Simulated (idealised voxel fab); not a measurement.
process module | voxel air gaps
Shown is cross-section cut, with a width of 195 nm and square cells of size 5 nm.
In what follows, cross-sections appear as grids of square cells, described through bands that run from the top down, where every band is one or more rows of cells.
In this notation a band is specified by the heights of its top and bottom, in that order and in nm, after which its materials appear from left to right, each paired with its width in nm. The word "everywhere" attached to a single material means that material fills the band from edge to edge; the word "air" stands for empty space.
Heights are expressed relative to 0, this being the level below which the as-received wafer comprises one material exclusively. The lowest band is unbounded in the downward direction and is denoted as in "0 -> down".
The notation "30 to 40" denotes a width that varies across the rows of cells in the band, beginning at the first number in the top row, finishing at the second number in the bottom row, and changing by an identical amount from each row to the next.
It should be understood that the words "remained unchanged", when stated for a given step, signify that the cross-section underwent no change in any of its cells during that step.
Empty spaces without an open route to the top, at least 8 cells in extent, make up the entry "closed voids"; each is given as width x height at distance, where the distance is measured from the left edge, and all are in nm.
Past the settings on a step's line: simulator remark, on that step.
The line of a step may include "overlay nm". On a step with a mask, this value is how far to the right of its planned place the mask lay. A negative value means the mask lay to the left.
# Process steps foreseen in the plan
1. RECEIVE with material Si
2. CONFORMAL_DEP with material SiO2, thk nm 15
3. CONFORMAL_DEP with material SiN, thk nm 5
4. DIRECTIONAL_DEP with material SiO2, thk nm 40
5. DIRECTIONAL_DEP with material aC, thk nm 15
6. PATTERN with tone open, mask id LINES, material resist, width nm 15, pitch nm 45, thk nm 35, overlay nm 0
7. DIRECTIONAL_ETCH with etch materials aC, depth nm 15
8. STRIP with etch materials resist
9. DIRECTIONAL_ETCH with etch materials SiO2, depth nm 40
10. STRIP with etch materials aC
11. CONFORMAL_DEP with material TiN, thk nm 5
12. FILL_DEP with material W, thk nm 5
13. CMP with height nm 60
14. EPI with material Ru, thk nm 10
15. SELECTIVE_ETCH with etch materials SiO2, depth nm 50
16. CONFORMAL_DEP with material SiN, thk nm 5
# As received (post step 1): cross-section
  0 -> down  Si everywhere
  closed voids: none
# Post-module cross-section: identical start and plan to those above, one misstep in execution
  75 -> 70  30 air  140 SiN  25 air
  70 -> 60  30 air  5 SiN  40 Ru  5 SiN  40 Ru  5 SiN  40 Ru  5 SiN  25 air
  60 -> 55  30 air  15 SiN  5 TiN  10 W  5 TiN  25 SiN  5 TiN  10 W  5 TiN  25 SiN  5 TiN  10 W  5 TiN  15 SiN  25 air
  55 -> 25  40 air  5 SiN  5 TiN  10 W  5 TiN  5 SiN  15 air  5 SiN  5 TiN  10 W  5 TiN  5 SiN  15 air  5 SiN  5 TiN  10 W  5 TiN  5 SiN  35 air
  25 -> 20  45 SiN  20 TiN  25 SiN  20 TiN  25 SiN  20 TiN  40 SiN
  20 -> 15  SiN everywhere
  15 -> 0  SiO2 everywhere
  0 -> down  Si everywhere
  closed voids: 15 x 30 at 70; 15 x 30 at 115
It is concluded that the wafer was processed incorrectly with respect to the plan, in that for step 6, the planned setting was not used; the step was instead run as PATTERN with tone open, mask id LINES, material resist, width nm 20, pitch nm 45, thk nm 35, overlay nm 0
